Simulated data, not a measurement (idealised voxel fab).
Process module under the name voxel capacitor over wiring
Xsec cut, 155 nm wide, square cell size 5 nm.
Think of the cross-section as a grid of square cells. We describe it in bands, top to bottom, and each band covers one or more rows of those cells.
The band entry comprises the height of the band's top followed by the height of its bottom, expressed in nm, and subsequently the band's materials from left to right, each stated together with its width in nm. Where a single material is marked with the word "throughout", that material fills the band from edge to edge. The word "blank" represents empty space.
Height is counted from the level 0, under which the received wafer is composed throughout of one material. The lowest of the bands is not closed at the bottom but continues downward, in the notation "from 0 down".
You'd read "30 to 40" like this: the band's top row of cells is as wide as the first number, its bottom row is as wide as the second, and going down, every row changes width by the same amount as the row before did.
"nothing different" for a step: no cell of the cross-section changed in that step.
"Closed void register" enumerates empty spaces isolated from the top, with no open way to it, that contain at least 8 cells, giving each as width x height at distance from the left edge, all three in nm.
Heads up: the bit after the settings on a step's line is the simulator's remark on that step.
For masked steps, "overlay nm" on the step line gives how far right of plan the mask actually lay; a minus sign means it lay to the left.

THE STEPS PLANNED FOR THE PROCESS ARE AS FOLLOWS
| 1 | RECEIVE with material Si |
| 2 | CONFORMAL_DEP with material SiO2, thk nm 10 |
| 3 | DIRECTIONAL_DEP with material TiN, thk nm 5 |
| 4 | DIRECTIONAL_DEP with material Ru, thk nm 20 |
| 5 | DIRECTIONAL_DEP with material aC, thk nm 10 |
| 6 | PATTERN with tone cover, mask id METAL_1, material resist, width nm 25, pitch nm 95, thk nm 30, overlay nm 0 |
| 7 | DIRECTIONAL_ETCH with etch materials aC, depth nm 10 |
| 8 | STRIP with etch materials resist |
| 9 | DIRECTIONAL_ETCH with etch materials Ru, depth nm 20 |
| 10 | DIRECTIONAL_ETCH with etch materials TiN, depth nm 5 |
| 11 | STRIP with etch materials aC |
| 12 | CONFORMAL_DEP with material SiN, thk nm 5 |
| 13 | FILL_DEP with material lowk, thk nm 5 |
| 14 | CMP with height nm 35 |
| 15 | CONFORMAL_DEP with material SiCN, thk nm 5 |
| 16 | DIRECTIONAL_DEP with material lowk, thk nm 15 |
| 17 | PATTERN with tone open, mask id PLUG_1, material resist, width nm 15, thk nm 15, overlay nm 0 |
| 18 | DIRECTIONAL_ETCH with etch materials lowk, depth nm 15 |
| 19 | DIRECTIONAL_ETCH with etch materials SiCN, depth nm 5 |
| 20 | STRIP with etch materials resist |
| 21 | EPI with material Ru, thk nm 10 |
| 22 | EPI with material Ru, thk nm 10 |
| 23 | DIRECTIONAL_DEP with material TiN, thk nm 5 |
| 24 | DIRECTIONAL_DEP with material Al2O3, thk nm 5 |
| 25 | DIRECTIONAL_DEP with material TiN, thk nm 10 |
| 26 | PATTERN with tone cover, mask id UPPER_PLATE, material resist, width nm 75, thk nm 20, overlay nm 0 |
| 27 | DIRECTIONAL_ETCH with etch materials TiN, depth nm 10 |
| 28 | DIRECTIONAL_ETCH with etch materials Al2O3, depth nm 5 |
| 29 | STRIP with etch materials resist |
| 30 | PATTERN with tone cover, mask id LOWER_PLATE, material resist, width nm 85, thk nm 20, overlay nm 0 |
| 31 | DIRECTIONAL_ETCH with etch materials TiN, depth nm 5 |
| 32 | STRIP with etch materials resist |
| 33 | FILL_DEP with material SiO2, thk nm 15 |
| 34 | CMP with height nm 85 |
| 35 | DIRECTIONAL_DEP with material aC, thk nm 10 |
| 36 | PATTERN with tone open, mask id PLUG_2, material resist, width nm 15, thk nm 25, overlay nm 0 |
| 37 | DIRECTIONAL_ETCH with etch materials aC, depth nm 10 |
| 38 | STRIP with etch materials resist |
| 39 | DIRECTIONAL_ETCH with etch materials SiO2, depth nm 10 |
| 40 | STRIP with etch materials aC |
| 41 | CONFORMAL_DEP with material TiN, thk nm 5 |
| 42 | FILL_DEP with material Ru, thk nm 10 |
| 43 | CMP with height nm 85 |
| 44 | CONFORMAL_DEP with material SiCN, thk nm 5 |

SO THIS IS THE INCOMING WAFER IN CROSS-SECTION - IT'S ALREADY BEEN THROUGH STEP 1
    from 0 down: Si throughout
    Closed void register: none

MODULE COMPLETE, CROSS-SECTION. STARTING POINT AND PLAN PER ABOVE. ONE MISTAKE MADE IN RUNNING THE MODULE
    from 90 to 85: SiCN throughout
    from 85 to 75: SiO2=35  TiN=15 to 65  SiO2=105 to 55
    from 75 to 70: SiO2=40  TiN=60  SiO2=55
    from 70 to 65: SiO2=40  Al2O3=60  SiO2=55
    from 65 to 60: SiO2=20  TiN=5  SiO2=15  TiN=65  SiO2=50
    from 60 to 50: lowk=25  TiN=15  lowk=115
    from 50 to 45: lowk=25  Al2O3=15  lowk=115
    from 45 to 40: SiCN=25  TiN=15  SiCN=115
    from 40 to 35: lowk=10  SiN=35  lowk=60  SiN=35  lowk=15
    from 35 to 15: lowk=10  SiN=5  Ru=25  SiN=5  lowk=60  SiN=5  Ru=25  SiN=5  lowk=15
    from 15 to 10: SiN=15  TiN=25  SiN=70  TiN=25  SiN=20
    from 10 to 0: SiO2 throughout
    from 0 down: Si throughout
    Closed void register: none
Which mistake was made when the wafer was run? step 14: run off-plan, actual operation and settings CMP with height nm 40
